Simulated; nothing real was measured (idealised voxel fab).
The following process module bears the name voxel wiring stack.
The cross-section shown here is cut; it is 210 nm wide and divided into square cells measuring 5 nm on a side.
Heads up, the way a cross-section reads in here is a grid of square cells, handed over as bands from the top down, with every band being one or more rows of cells.
Heads up on the band format: heights come first, top then bottom, in nm. After that it's the materials left to right, each with its width in nm. A single material flagged "everywhere" fills the whole band edge to edge, and "air" means there's empty space there.
Height is counted from the level 0, under which the received wafer is composed throughout of one material. The lowest of the bands is not closed at the bottom but continues downward, in the notation "from 0 down".
A two-number width, for instance "30..40", indicates that the width is equal to the first number in the top row of the band and to the second number in the bottom row, and that it changes by a constant amount per row of cells.
"no change", as given for a step, is the statement that not any cell of the cross-section underwent a change during that step.
If an empty space has no open way to the top and is at least 8 cells in size, "Closed internal cavities" lists it, written width x height at distance, where distance is measured from the left edge and every value is in nm.
Step line, after settings: the simulator's comment on this step.
The line of a step may include "overlay nm". On a step with a mask, this value is how far to the right of its planned place the mask lay. A negative value means the mask lay to the left.
# Process steps - plan
step 1: RECEIVE [material Si]
step 2: CONFORMAL_DEP [material SiO2] [thk nm 15]
step 3: DIRECTIONAL_DEP [material TiN] [thk nm 5]
step 4: DIRECTIONAL_DEP [material W] [thk nm 20]
step 5: DIRECTIONAL_DEP [material aC] [thk nm 10]
step 6: PATTERN [tone cover] [mask id METAL_1] [material resist] [width nm 20] [pitch nm 40] [thk nm 25] [overlay nm 0]
step 7: DIRECTIONAL_ETCH [etch materials aC] [depth nm 10]
step 8: STRIP [etch materials resist]
step 9: DIRECTIONAL_ETCH [etch materials W] [depth nm 20]
step 10: DIRECTIONAL_ETCH [etch materials TiN] [depth nm 5]
step 11: STRIP [etch materials aC]
step 12: CONFORMAL_DEP [material SiN] [thk nm 5]
step 13: FILL_DEP [material lowk] [thk nm 10]
step 14: CMP [height nm 40]
step 15: CONFORMAL_DEP [material SiCN] [thk nm 5]
step 16: DIRECTIONAL_DEP [material lowk] [thk nm 25]
step 17: PATTERN [tone open] [mask id METAL_2] [material resist] [width nm 20] [pitch nm 40] [thk nm 15] [overlay nm 0]
step 18: DIRECTIONAL_ETCH [etch materials lowk] [depth nm 15]
step 19: STRIP [etch materials resist]
step 20: DIRECTIONAL_DEP [material aC] [thk nm 15]
step 21: PATTERN [tone open] [mask id METAL_2_HOLES] [material resist] [width nm 15] [pitch nm 80] [thk nm 30] [overlay nm 0]
step 22: DIRECTIONAL_ETCH [etch materials aC] [depth nm 15]
step 23: STRIP [etch materials resist]
step 24: DIRECTIONAL_ETCH [etch materials lowk] [depth nm 10]
step 25: DIRECTIONAL_ETCH [etch materials SiCN] [depth nm 5]
step 26: STRIP [etch materials aC]
step 27: CONFORMAL_DEP [material TiN] [thk nm 5]
step 28: FILL_DEP [material Cu] [thk nm 10]
step 29: CMP [height nm 70]
step 30: CONFORMAL_DEP [material SiCN] [thk nm 5]
step 31: DIRECTIONAL_DEP [material lowk] [thk nm 10]
step 32: MASKED_ETCH [tone open] [mask id PLUG_2] [width nm 15] [pitch nm 80] [etch materials lowk] [depth nm 10] [overlay nm 0]
step 33: MASKED_ETCH [tone open] [mask id PLUG_2] [width nm 15] [pitch nm 80] [etch materials SiCN] [depth nm 5] [overlay nm 0]
step 34: CONFORMAL_DEP [material TiN] [thk nm 5]
step 35: FILL_DEP [material Cu] [thk nm 10]
step 36: CMP [height nm 85]
step 37: CONFORMAL_DEP [material SiN] [thk nm 5]
step 38: DIRECTIONAL_DEP [material SiO2] [thk nm 20]
step 39: MASKED_ETCH [tone open] [mask id METAL_3] [width nm 20] [pitch nm 40] [etch materials SiO2] [depth nm 20] [overlay nm 0]
step 40: MASKED_ETCH [tone open] [mask id METAL_3] [width nm 20] [pitch nm 40] [etch materials SiN] [depth nm 5] [overlay nm 0]
step 41: CONFORMAL_DEP [material TiN] [thk nm 5]
step 42: FILL_DEP [material Cu] [thk nm 10]
step 43: CMP [height nm 110]
step 44: CONFORMAL_DEP [material SiCN] [thk nm 5]
step 45: DIRECTIONAL_DEP [material lowk] [thk nm 35]
step 46: PATTERN [tone open] [mask id METAL_4_HOLES] [material resist] [width nm 15] [pitch nm 40] [thk nm 20] [overlay nm 0]
step 47: DIRECTIONAL_ETCH [etch materials lowk] [depth nm 35]
step 48: STRIP [etch materials resist]
step 49: DIRECTIONAL_DEP [material aC] [thk nm 10]
step 50: PATTERN [tone open] [mask id METAL_4] [material resist] [width nm 20] [pitch nm 40] [thk nm 25] [overlay nm 0]
step 51: DIRECTIONAL_ETCH [etch materials aC] [depth nm 10]
step 52: STRIP [etch materials resist]
step 53: DIRECTIONAL_ETCH [etch materials lowk] [depth nm 20]
step 54: DIRECTIONAL_ETCH [etch materials SiCN] [depth nm 5]
step 55: STRIP [etch materials aC]
step 56: CONFORMAL_DEP [material TiN] [thk nm 5]
step 57: FILL_DEP [material Ru] [thk nm 10]
step 58: CMP [height nm 150]
step 59: CONFORMAL_DEP [material SiN] [thk nm 5]
# Cross-section of the incoming wafer, state after step 1
	from 0 down = Si everywhere
	Closed internal cavities: none
# First of two wafers at the end of the module, shown in cross-section; run carried out as planned
	from 155 to 150 = SiN everywhere
	from 150 to 135 = 55 nm lowk | 5 nm TiN | 10 nm Ru | 5 nm TiN | 20 nm lowk | 5 nm TiN | 10 nm Ru | 5 nm TiN | 20 nm lowk | 5 nm TiN | 10 nm Ru | 5 nm TiN | 55 nm lowk
	from 135 to 130 = 55 nm lowk | 5 nm TiN | 5 nm Ru | 10 nm TiN | 20 nm lowk | 5 nm TiN | 5 nm Ru | 10 nm TiN | 20 nm lowk | 5 nm TiN | 5 nm Ru | 10 nm TiN | 55 nm lowk
	from 130 to 115 = 55 nm lowk | 5 nm TiN | 5 nm Ru | 5 nm TiN | 25 nm lowk | 5 nm TiN | 5 nm Ru | 5 nm TiN | 25 nm lowk | 5 nm TiN | 5 nm Ru | 5 nm TiN | 60 nm lowk
	from 115 to 110 = 55 nm SiCN | 15 nm TiN | 25 nm SiCN | 15 nm TiN | 25 nm SiCN | 15 nm TiN | 60 nm SiCN
	from 110 to 90 = 55 nm SiO2 | 5 nm TiN | 10 nm Cu | 5 nm TiN | 20 nm SiO2 | 5 nm TiN | 10 nm Cu | 5 nm TiN | 20 nm SiO2 | 5 nm TiN | 10 nm Cu | 5 nm TiN | 55 nm SiO2
	from 90 to 85 = 55 nm SiN | 20 nm TiN | 20 nm SiN | 20 nm TiN | 20 nm SiN | 20 nm TiN | 55 nm SiN
	from 85 to 75 = 55 nm lowk | 5 nm TiN | 5 nm Cu | 5 nm TiN | 65 nm lowk | 5 nm TiN | 5 nm Cu | 5 nm TiN | 60 nm lowk
	from 75 to 70 = 55 nm SiCN | 15 nm TiN | 65 nm SiCN | 15 nm TiN | 60 nm SiCN
	from 70 to 60 = 55 nm lowk | 5 nm TiN | 10 nm Cu | 5 nm TiN | 20 nm lowk | 5 nm TiN | 10 nm Cu | 5 nm TiN | 20 nm lowk | 5 nm TiN | 10 nm Cu | 5 nm TiN | 55 nm lowk
	from 60 to 55 = 55 nm lowk | 5 nm TiN | 5 nm Cu | 10 nm TiN | 20 nm lowk | 20 nm TiN | 20 nm lowk | 5 nm TiN | 5 nm Cu | 10 nm TiN | 55 nm lowk
	from 55 to 45 = 55 nm lowk | 5 nm TiN | 5 nm Cu | 5 nm TiN | 65 nm lowk | 5 nm TiN | 5 nm Cu | 5 nm TiN | 60 nm lowk
	from 45 to 40 = 55 nm SiCN | 15 nm TiN | 65 nm SiCN | 15 nm TiN | 60 nm SiCN
	from 40 to 20 = 50 nm lowk | 5 nm SiN | 20 nm W | 5 nm SiN | 10 nm lowk | 5 nm SiN | 20 nm W | 5 nm SiN | 10 nm lowk | 5 nm SiN | 20 nm W | 5 nm SiN | 50 nm lowk
	from 20 to 15 = 55 nm SiN | 20 nm TiN | 20 nm SiN | 20 nm TiN | 20 nm SiN | 20 nm TiN | 55 nm SiN
	from 15 to 0 = SiO2 everywhere
	from 0 down = Si everywhere
	Closed internal cavities: none
# second wafer at the end: like start, like plan, one mistake
	from 155 to 150 = SiN everywhere
	from 150 to 135 = 55 nm lowk | 5 nm TiN | 10 nm Ru | 5 nm TiN | 20 nm lowk | 5 nm TiN | 10 nm Ru | 5 nm TiN | 20 nm lowk | 5 nm TiN | 10 nm Ru | 5 nm TiN | 55 nm lowk
	from 135 to 130 = 55 nm lowk | 5 nm TiN | 5 nm Ru | 10 nm TiN | 20 nm lowk | 5 nm TiN | 5 nm Ru | 10 nm TiN | 20 nm lowk | 5 nm TiN | 5 nm Ru | 10 nm TiN | 55 nm lowk
	from 130 to 115 = 55 nm lowk | 5 nm TiN | 5 nm Ru | 5 nm TiN | 25 nm lowk | 5 nm TiN | 5 nm Ru | 5 nm TiN | 25 nm lowk | 5 nm TiN | 5 nm Ru | 5 nm TiN | 60 nm lowk
	from 115 to 110 = 55 nm SiCN | 15 nm TiN | 25 nm SiCN | 15 nm TiN | 25 nm SiCN | 15 nm TiN | 60 nm SiCN
	from 110 to 90 = 55 nm SiO2 | 5 nm TiN | 10 nm Cu | 5 nm TiN | 20 nm SiO2 | 5 nm TiN | 10 nm Cu | 5 nm TiN | 20 nm SiO2 | 5 nm TiN | 10 nm Cu | 5 nm TiN | 55 nm SiO2
	from 90 to 85 = 55 nm SiN | 20 nm TiN | 20 nm SiN | 20 nm TiN | 20 nm SiN | 20 nm TiN | 55 nm SiN
	from 85 to 75 = 55 nm lowk | 5 nm TiN | 5 nm Cu | 5 nm TiN | 65 nm lowk | 5 nm TiN | 5 nm Cu | 5 nm TiN | 60 nm lowk
	from 75 to 70 = 55 nm SiCN | 15 nm TiN | 65 nm SiCN | 15 nm TiN | 60 nm SiCN
	from 70 to 60 = 55 nm lowk | 5..10 nm TiN | 10..5 nm Cu | 5 nm TiN | 25 nm lowk | 5 nm TiN | 5 nm Cu | 5 nm TiN | 20 nm lowk | 5..10 nm TiN | 10..5 nm Cu | 5 nm TiN | 55 nm lowk
	from 60 to 55 = 60 nm lowk | 15 nm TiN | 25 nm lowk | 15 nm TiN | 25 nm lowk | 15 nm TiN | 55 nm lowk
	from 55 to 45 = 60 nm lowk | 10 nm TiN | 70 nm lowk | 10 nm TiN | 60 nm lowk
	from 45 to 40 = 60 nm SiCN | 10 nm TiN | 70 nm SiCN | 10 nm TiN | 60 nm SiCN
	from 40 to 20 = 50 nm lowk | 5 nm SiN | 20 nm W | 5 nm SiN | 10 nm lowk | 5 nm SiN | 20 nm W | 5 nm SiN | 10 nm lowk | 5 nm SiN | 20 nm W | 5 nm SiN | 50 nm lowk
	from 20 to 15 = 55 nm SiN | 20 nm TiN | 20 nm SiN | 20 nm TiN | 20 nm SiN | 20 nm TiN | 55 nm SiN
	from 15 to 0 = SiO2 everywhere
	from 0 down = Si everywhere
	Closed internal cavities: none
Short version of what went wrong: heads up, step 17 didn't go per plan, it actually ran as PATTERN [tone open] [mask id METAL_2] [material resist] [width nm 15] [pitch nm 40] [thk nm 15] [overlay nm 0]
Final wafer comparison in cells, second versus first, more or fewer per material: Cu: 10 fewer, SiCN: 2 more, TiN: 1 fewer, lowk: 9 more
